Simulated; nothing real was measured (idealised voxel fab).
A process module follows: voxel wiring stack.
In the cross-section labelled cut, the width is 250 nm and each square cell is 5 nm.
For the purposes of this document, a cross-section shall be understood as a grid of square cells, specified as bands listed in top-to-bottom order, each band consisting of one or more rows of cells. In this notation a band is specified by the heights of its top and bottom, in that order and in nm, after which its materials appear from left to right, each paired with its width in nm. The word "all across" attached to a single material means that material fills the band from edge to edge; the word "air" stands for empty space. Ref level 0: as-received wafer is one material below here. Bottom band extends down with no lower bound ("0 and below"). When a width is written as two numbers, as in "30->40", the first number is the width in the top row of cells of the band and the second is the width in its bottom row, and the width changes by the same amount from each row to the next. Given "nothing was modified" for a step, no cell of the cross-section differs between before and after that step. Voids not open to the top, 8 cells minimum: see "Cavities, closed". Written width x height at distance; distance is from the left edge; nm. Whatever follows a step's settings on its line is a remark the simulator itself makes about that step. overlay nm: step with mask; distance mask lay right of planned place; negative value = left of planned place.
Intended process steps:
step 1: RECEIVE [material Si]
step 2: CONFORMAL_DEP [material SiO2] [thk nm 10]
step 3: DIRECTIONAL_DEP [material TiN] [thk nm 5]
step 4: DIRECTIONAL_DEP [material Ru] [thk nm 20]
step 5: DIRECTIONAL_DEP [material aC] [thk nm 15]
step 6: PATTERN [tone cover] [mask id METAL_1] [material resist] [width nm 30] [pitch nm 55] [thk nm 30] [overlay nm 0]
step 7: DIRECTIONAL_ETCH [etch materials aC] [depth nm 15]
step 8: STRIP [etch materials resist]
step 9: DIRECTIONAL_ETCH [etch materials Ru] [depth nm 20]
step 10: DIRECTIONAL_ETCH [etch materials TiN] [depth nm 5]
step 11: STRIP [etch materials aC]
step 12: FILL_DEP [material SiO2] [thk nm 5]
step 13: CMP [height nm 35]
step 14: CONFORMAL_DEP [material SiCN] [thk nm 5]
step 15: DIRECTIONAL_DEP [material SiO2] [thk nm 10]
step 16: PATTERN [tone open] [mask id PLUG_1] [material resist] [width nm 15] [pitch nm 55] [thk nm 15] [overlay nm 0]
step 17: DIRECTIONAL_ETCH [etch materials SiO2] [depth nm 10]
step 18: DIRECTIONAL_ETCH [etch materials SiCN] [depth nm 5]
step 19: STRIP [etch materials resist]
step 20: CONFORMAL_DEP [material TiN] [thk nm 5]
step 21: FILL_DEP [material W] [thk nm 10]
step 22: CMP [height nm 50]
step 23: DIRECTIONAL_DEP [material TiN] [thk nm 5]
step 24: DIRECTIONAL_DEP [material W] [thk nm 20]
step 25: PATTERN [tone cover] [mask id METAL_2] [material resist] [width nm 30] [pitch nm 55] [thk nm 15] [overlay nm 0]
step 26: DIRECTIONAL_ETCH [etch materials W] [depth nm 20]
step 27: DIRECTIONAL_ETCH [etch materials TiN] [depth nm 5]
step 28: STRIP [etch materials resist]
step 29: CONFORMAL_DEP [material SiCN] [thk nm 5]
step 30: FILL_DEP [material SiO2] [thk nm 10]
step 31: CMP [height nm 75]
step 32: CONFORMAL_DEP [material SiCN] [thk nm 5]
step 33: DIRECTIONAL_DEP [material SiO2] [thk nm 30]
step 34: DIRECTIONAL_DEP [material aC] [thk nm 10]
step 35: PATTERN [tone open] [mask id METAL_3] [material resist] [width nm 30] [pitch nm 55] [thk nm 25] [overlay nm 0]
step 36: DIRECTIONAL_ETCH [etch materials aC] [depth nm 10]
step 37: STRIP [etch materials resist]
step 38: DIRECTIONAL_ETCH [etch materials SiO2] [depth nm 15]
step 39: STRIP [etch materials aC]
step 40: PATTERN [tone open] [mask id METAL_3_HOLES] [material resist] [width nm 15] [pitch nm 55] [thk nm 15] [overlay nm 0]
step 41: DIRECTIONAL_ETCH [etch materials SiO2] [depth nm 15]
step 42: DIRECTIONAL_ETCH [etch materials SiCN] [depth nm 5]
step 43: STRIP [etch materials resist]
step 44: CONFORMAL_DEP [material TiN] [thk nm 5]
step 45: FILL_DEP [material Cu] [thk nm 10]
step 46: CMP [height nm 110]
step 47: CONFORMAL_DEP [material SiCN] [thk nm 5]
As received (post step 1): cross-section:
  0 and below | Si all across
  Cavities, closed: none
Cross-section: first of two wafers, module finished, run according to plan:
  115 down to 110 | SiCN all across
  110 down to 100 | 55 SiO2 / 5 TiN / 20 Cu / 5 TiN / 25 SiO2 / 5 TiN / 20 Cu / 5 TiN / 25 SiO2 / 5 TiN / 20 Cu / 5 TiN / 55 SiO2
  100 down to 95 | 55 SiO2 / 5 TiN / 5 Cu / 20 TiN / 25 SiO2 / 5 TiN / 5 Cu / 20 TiN / 25 SiO2 / 5 TiN / 5 Cu / 20 TiN / 55 SiO2
  95 down to 80 | 55 SiO2 / 5 TiN / 5 Cu / 5 TiN / 40 SiO2 / 5 TiN / 5 Cu / 5 TiN / 40 SiO2 / 5 TiN / 5 Cu / 5 TiN / 70 SiO2
  80 down to 75 | 55 SiCN / 15 TiN / 40 SiCN / 15 TiN / 40 SiCN / 15 TiN / 70 SiCN
  75 down to 55 | 50 SiO2 / 5 SiCN / 30 W / 5 SiCN / 15 SiO2 / 5 SiCN / 30 W / 5 SiCN / 15 SiO2 / 5 SiCN / 30 W / 5 SiCN / 50 SiO2
  55 down to 50 | 55 SiCN / 30 TiN / 25 SiCN / 30 TiN / 25 SiCN / 30 TiN / 55 SiCN
  50 down to 40 | 55 SiO2 / 5 TiN / 5 W / 5 TiN / 40 SiO2 / 5 TiN / 5 W / 5 TiN / 40 SiO2 / 5 TiN / 5 W / 5 TiN / 70 SiO2
  40 down to 35 | 55 SiCN / 15 TiN / 40 SiCN / 15 TiN / 40 SiCN / 15 TiN / 70 SiCN
  35 down to 15 | 55 SiO2 / 30 Ru / 25 SiO2 / 30 Ru / 25 SiO2 / 30 Ru / 55 SiO2
  15 down to 10 | 55 SiO2 / 30 TiN / 25 SiO2 / 30 TiN / 25 SiO2 / 30 TiN / 55 SiO2
  10 down to 0 | SiO2 all across
  0 and below | Si all across
  Cavities, closed: none
Cross-section, second wafer: same start as the first, same plan as the first, one mistake in running it; taken at the end of the module:
  115 down to 110 | SiCN all across
  110 down to 100 | 55 SiO2 / 5 TiN / 20 Cu / 5 TiN / 25 SiO2 / 5 TiN / 20 Cu / 5 TiN / 25 SiO2 / 5 TiN / 20 Cu / 5 TiN / 55 SiO2
  100 down to 95 | 55 SiO2 / 5 TiN / 5 Cu / 20 TiN / 25 SiO2 / 5 TiN / 5 Cu / 20 TiN / 25 SiO2 / 5 TiN / 5 Cu / 20 TiN / 55 SiO2
  95 down to 85 | 55 SiO2 / 5 TiN / 5 Cu / 5 TiN / 40 SiO2 / 5 TiN / 5 Cu / 5 TiN / 40 SiO2 / 5 TiN / 5 Cu / 5 TiN / 70 SiO2
  85 down to 80 | 55 SiO2 / 15 TiN / 40 SiO2 / 15 TiN / 40 SiO2 / 15 TiN / 70 SiO2
  80 down to 75 | W all across
  75 down to 55 | 50 SiO2 / 5 SiCN / 30 W / 5 SiCN / 15 SiO2 / 5 SiCN / 30 W / 5 SiCN / 15 SiO2 / 5 SiCN / 30 W / 5 SiCN / 50 SiO2
  55 down to 50 | 55 SiCN / 30 TiN / 25 SiCN / 30 TiN / 25 SiCN / 30 TiN / 55 SiCN
  50 down to 40 | 55 SiO2 / 5 TiN / 5 W / 5 TiN / 40 SiO2 / 5 TiN / 5 W / 5 TiN / 40 SiO2 / 5 TiN / 5 W / 5 TiN / 70 SiO2
  40 down to 35 | 55 SiCN / 15 TiN / 40 SiCN / 15 TiN / 40 SiCN / 15 TiN / 70 SiCN
  35 down to 15 | 55 SiO2 / 30 Ru / 25 SiO2 / 30 Ru / 25 SiO2 / 30 Ru / 55 SiO2
  15 down to 10 | 55 SiO2 / 30 TiN / 25 SiO2 / 30 TiN / 25 SiO2 / 30 TiN / 55 SiO2
  10 down to 0 | SiO2 all across
  0 and below | Si all across
  Cavities, closed: none
What went wrong in running the wafer? so step 32 ended up running with a different setting than we planned, it ran as CONFORMAL_DEP [material W] [thk nm 5]
Final cells, second wafer relative to first, materials higher or lower: 3 fewer of Cu, 41 fewer of SiCN, 6 fewer of TiN, 50 more of W
